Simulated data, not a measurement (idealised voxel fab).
Process module name: voxel released beams
Cross-sectional view cut (width: 280 nm; square cell size: 5 nm).
For the purposes of this document, a cross-section shall be understood as a grid of square cells, specified as bands listed in top-to-bottom order, each band consisting of one or more rows of cells.
Per band: top height and bottom height in nm, followed by the left-to-right materials and their widths in nm; "throughout" marks a single material spanning edge to edge, "empty" marks empty space.
Heights are expressed relative to 0, this being the level below which the as-received wafer comprises one material exclusively. The lowest band is unbounded in the downward direction and is denoted as in "0 and below".
The expression "30 to 40" gives the width at the extremes of the band, the first number at its top row of cells and the second at its bottom row, with the width changing by equal amounts from each row to the next in between.
Where the words "no change occurred" appear for a step, the cross-section shows no cell changed by that step; every cell remained as before.
"Enclosed void entries" contains a list of empty spaces, each no smaller than 8 cells and without an open way to the top, written in the form width x height at distance with the distance from the left edge and all three in nm.
That trailing text on a step's line, after the settings, is the simulator's own remark on the step.
The optional step-line setting "overlay nm" applies to steps with a mask and quantifies how far to the right of its planned location the mask lay, a negative value indicating leftward placement.

# Below is the list of planned process steps
| 1 | RECEIVE, material Si |
| 2 | CONFORMAL_DEP, material SiN, thk nm 10 |
| 3 | DIRECTIONAL_DEP, material SiO2, thk nm 15 |
| 4 | DIRECTIONAL_DEP, material aC, thk nm 10 |
| 5 | PATTERN, tone open, mask id ANCHOR, material resist, width nm 35, thk nm 30, overlay nm -15 |
| 6 | DIRECTIONAL_ETCH, etch materials aC, depth nm 10 |
| 7 | STRIP, etch materials resist |
| 8 | DIRECTIONAL_ETCH, etch materials SiO2, depth nm 15 |
| 9 | STRIP, etch materials aC |
| 10 | CONFORMAL_DEP, material W, thk nm 10 |
| 11 | MASKED_ETCH, tone cover, mask id BEAM, width nm 120, etch materials W, depth nm 10, overlay nm 0 |
| 12 | STRIP, etch materials SiO2 |
Don't read the plan's overlay nm for step 5 as applying to every wafer: that's the first wafer's value, and the wafers differ in it, though they all start identical.

# Cross-section, first of several wafers, as delivered after step 1
* 0 and below = Si throughout
* Enclosed void entries: none

# End of module: cross-section of the first of several wafers after step 12, the last step
* 35 down to 25 = 90 nm empty; 105 nm W; 85 nm empty
* 25 down to 20 = 65 nm empty; 10 nm W; 15 nm empty; 10 nm W; 180 nm empty
* 20 down to 10 = 65 nm empty; 35 nm W; 180 nm empty
* 10 down to 0 = SiN throughout
* 0 and below = Si throughout
* Enclosed void entries: none

# X-section, last wafer, module end
* 35 down to 25 = 75 nm empty; 30 nm W; 15 nm empty; 75 nm W; 85 nm empty
* 25 down to 20 = 95 nm empty; 10 nm W; 15 nm empty; 10 nm W; 150 nm empty
* 20 down to 10 = 95 nm empty; 35 nm W; 150 nm empty
* 10 down to 0 = SiN throughout
* 0 and below = Si throughout
* Enclosed void entries: none

# Gained (+) or lost (-) cells of each material since receipt, then closed voids: one row per wafer, at the end of the module
overlay nm -15, +112 SiN, +60 W, Enclosed void entries: none
overlay nm -10, +112 SiN, +60 W, Enclosed void entries: none
overlay nm -5, +112 SiN, +60 W, Enclosed void entries: none
overlay nm 0, +112 SiN, +60 W, Enclosed void entries: none
overlay nm 5, +112 SiN, +60 W, Enclosed void entries: none
overlay nm 10, +112 SiN, +60 W, Enclosed void entries: none
overlay nm 15, +112 SiN, +60 W, Enclosed void entries: none
